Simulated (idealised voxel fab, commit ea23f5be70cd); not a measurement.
Presented below is a process module, voxel double patterning.
The cross-section shown here is cut; it is 190 nm wide and divided into square cells measuring 5 nm on a side.
Cross-section, as written here: a square-cell grid given band by band from the top down, where a band holds one or more rows of cells.
It is stipulated that each band's entry specify, in nanometres, the height of the top of the band and then that of its bottom, followed by the materials of the band in left-to-right sequence, each together with its width in nanometres. A single material marked by the word "edge to edge" is understood to fill the band from edge to edge; the word "blank" is understood to denote empty space.
It should be noted that heights are counted from 0, beneath which the wafer as supplied is of one material throughout, and that the lowest band possesses no lower boundary but continues downward, as written in "0 down".
It should be noted that a width expressed as "30->40" varies in equal increments from row to row of cells within the band, taking the value of the first number at the top row and that of the second number at the bottom row.
Basically "remains unaltered" means that step didn't change any cell in the cross-section.
"Trapped void list" lists enclosed empty spaces (at least 8 cells, no open path upward to the top), each as width x height at distance from the left edge, in nm.
It should be noted that, on the line of a given step, the content following the step's settings is a remark produced by the simulator itself with respect to that step.
overlay nm: where the mask lay relative to plan, measured to the right, on steps with a mask; negatives go left.

Set out below are the planned steps of the process
- 1: RECEIVE (material Si)
- 2: CONFORMAL_DEP (material SiO2; thk nm 5)
- 3: DIRECTIONAL_DEP (material W; thk nm 15)
- 4: DIRECTIONAL_DEP (material SiN; thk nm 10)
- 5: MASKED_ETCH (tone open; mask id FIRST; width nm 15; pitch nm 50; etch materials SiN; depth nm 10; overlay nm 0)
- 6: PATTERN (tone open; mask id SECOND; material resist; width nm 15; thk nm 20; overlay nm 0)
- 7: DIRECTIONAL_ETCH (etch materials SiN; depth nm 10)
- 8: STRIP (etch materials resist)
- 9: DIRECTIONAL_ETCH (etch materials W; depth nm 15)
- 10: STRIP (etch materials SiN)
All wafers enter the flow in the same state. The width nm at step 5 differs from wafer to wafer, and the plan gives the value for the first wafer.

The first of several wafers in cross-section, exactly as it reached us after step 1
0 down  Si edge to edge
Trapped void list: none

Each wafer at the end: cells of each material gained (+) or lost (-) since it was received, then its closed voids
width nm 15; +38 SiO2; +87 W; Trapped void list: none
width nm 20; +38 SiO2; +81 W; Trapped void list: none
width nm 25; +38 SiO2; +75 W; Trapped void list: none
width nm 30; +38 SiO2; +69 W; Trapped void list: none
